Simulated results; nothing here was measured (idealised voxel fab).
process module | voxel capacitor over wiring
cross-section cut | 245 nm wide | cells 5 nm
A cross-section is a grid of square cells, given in bands from the top down. A band is one or more rows of cells.
Each band's line starts with the height of the band's top and of its bottom, in nm. Then come its materials from left to right, each with its width in nm. One material with "throughout" fills the band from edge to edge. "air" is empty space.
Height 0 is the level under which the wafer as received is all one material. The lowest band goes on downwards, as in "0 down".
A width such as "30 to 40" changes by the same amount from each row of cells to the next, from the band's top row to its bottom row.
"no change" after a step means that no cell of the cross-section changed.
closed voids: empty space of 8 cells or more with no open way to the top, each as width x height at its distance from the left edge, in nm
after a step's settings: what the simulator itself notes on the step
overlay nm, on a step with a mask: how far to the right of its planned place the mask lay; to the left if negative
plan
1 op RECEIVE | material Si
2 op CONFORMAL_DEP | material SiO2 | thk nm 10
3 op DIRECTIONAL_DEP | material TiN | thk nm 5
4 op DIRECTIONAL_DEP | material Ru | thk nm 15
5 op PATTERN | tone cover | mask id METAL_1 | material resist | width nm 20 | pitch nm 85 | thk nm 20 | overlay nm 0
6 op DIRECTIONAL_ETCH | etch materials Ru | depth nm 15
7 op DIRECTIONAL_ETCH | etch materials TiN | depth nm 5
8 op STRIP | etch materials resist
9 op CONFORMAL_DEP | material SiN | thk nm 5
10 op FILL_DEP | material SiO2 | thk nm 10
11 op CMP | height nm 30
12 op CONFORMAL_DEP | material SiCN | thk nm 5
13 op DIRECTIONAL_DEP | material SiO2 | thk nm 15
14 op DIRECTIONAL_DEP | material aC | thk nm 10
15 op PATTERN | tone open | mask id PLUG_1 | material resist | width nm 15 | thk nm 25 | overlay nm 0
16 op DIRECTIONAL_ETCH | etch materials aC | depth nm 10
17 op STRIP | etch materials resist
18 op DIRECTIONAL_ETCH | etch materials SiO2 | depth nm 15
19 op DIRECTIONAL_ETCH | etch materials SiCN | depth nm 5
20 op STRIP | etch materials aC
21 op EPI | material Ru | thk nm 10
22 op EPI | material Ru | thk nm 10
23 op DIRECTIONAL_DEP | material TiN | thk nm 10
24 op DIRECTIONAL_DEP | material SiN | thk nm 5
25 op DIRECTIONAL_DEP | material TiN | thk nm 5
26 op PATTERN | tone cover | mask id UPPER_PLATE | material resist | width nm 70 | thk nm 15 | overlay nm 0
27 op DIRECTIONAL_ETCH | etch materials TiN | depth nm 10
28 op DIRECTIONAL_ETCH | etch materials SiN | depth nm 5
29 op STRIP | etch materials resist
30 op PATTERN | tone cover | mask id LOWER_PLATE | material resist | width nm 80 | thk nm 15 | overlay nm 0
31 op DIRECTIONAL_ETCH | etch materials TiN | depth nm 10
32 op STRIP | etch materials resist
33 op FILL_DEP | material SiO2 | thk nm 20
34 op CMP | height nm 90
35 op PATTERN | tone open | mask id PLUG_2 | material resist | width nm 15 | thk nm 15 | overlay nm 0
36 op DIRECTIONAL_ETCH | etch materials SiO2 | depth nm 15
37 op STRIP | etch materials resist
38 op CONFORMAL_DEP | material TiN | thk nm 5
39 op FILL_DEP | material W | thk nm 10
40 op CMP | height nm 90
41 op CONFORMAL_DEP | material SiN | thk nm 5
varied across the wafers: thk nm of step 25. The plan shows the first wafer's value. All wafers start alike
first wafer as received, after step 1
  0 down: Si throughout
  closed voids: none
each wafer at the end: cells of each material gained (+) or lost (-) since it was received, then its closed voids
thk nm 5 | +36 Ru | +46 SiCN | +116 SiN | +670 SiO2 | +61 TiN | +2 W | closed voids: none
thk nm 10 | +36 Ru | +46 SiCN | +116 SiN | +656 SiO2 | +75 TiN | +2 W | closed voids: none
thk nm 15 | +36 Ru | +46 SiCN | +151 SiN | +542 SiO2 | +155 TiN | +1 W | closed voids: none
thk nm 20 | +36 Ru | +46 SiCN | +151 SiN | +529 SiO2 | +169 TiN | closed voids: none
thk nm 25 | +36 Ru | +46 SiCN | +151 SiN | +483 SiO2 | +215 TiN | closed voids: none
